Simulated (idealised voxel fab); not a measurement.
The process module presented herein is designated voxel spacer lines.
The width of the displayed cross-section, cut, is 240 nm; its cells are square, with a size of 5 nm.
Reading order for cross-sections: top band down to bottom band. Underlying form: a grid of square cells. Band size: one or more rows of cells.
This entry defines a band. It first specifies the height of the band's top and the height of its bottom in nm, and then specifies the band's materials from left to right, stating each material with its width in nm. The word "edge to edge" identifies a single material that fills the band from edge to edge, while the word "empty" identifies empty space.
Ref level 0: as-received wafer is one material below here. Bottom band extends down with no lower bound ("0 nm and below").
Per-row width for "30->40": begins at first number (top row of band), ends at second number (bottom row), increment between rows held constant.
Basically "no change occurred" means that step didn't change any cell in the cross-section.
Voids not open to the top, 8 cells minimum: see "Closed void catalog". Written width x height at distance; distance is from the left edge; nm.
On each step's line, the part that comes after the settings is the simulator's own comment on the step.
On any step carrying a mask, the "overlay nm" setting, if present on the step's line, tells how far right of its planned place the mask lay; negative values point to the left.

### The following list gives the planned process steps
step 1: RECEIVE (material Si)
step 2: CONFORMAL_DEP (material Al2O3; thk nm 5)
step 3: DIRECTIONAL_DEP (material SiN; thk nm 15)
step 4: DIRECTIONAL_DEP (material aC; thk nm 30)
step 5: PATTERN (tone cover; mask id MANDREL; material resist; width nm 15; pitch nm 60; thk nm 40; overlay nm 0)
step 6: DIRECTIONAL_ETCH (etch materials aC; depth nm 30)
step 7: STRIP (etch materials resist)
step 8: CONFORMAL_DEP (material SiO2; thk nm 15)
step 9: DIRECTIONAL_ETCH (etch materials SiO2; depth nm 15)
step 10: STRIP (etch materials aC)
step 11: DIRECTIONAL_ETCH (etch materials SiN; depth nm 15)
step 12: STRIP (etch materials SiO2)

### Cross-section of the wafer at receipt, which is the condition after step 1
- 0 nm and below: Si edge to edge
- Closed void catalog: none

### End state of the module in cross-section, given the above starting point and plan and one mistake in execution
- 20 nm to 5 nm: empty 35 / SiN 45 / empty 15 / SiN 45 / empty 15 / SiN 45 / empty 40
- 5 nm to 0 nm: Al2O3 edge to edge
- 0 nm and below: Si edge to edge
- Closed void catalog: none
Nonconformance to the process plan: plan steps 10 and 11 run swapped
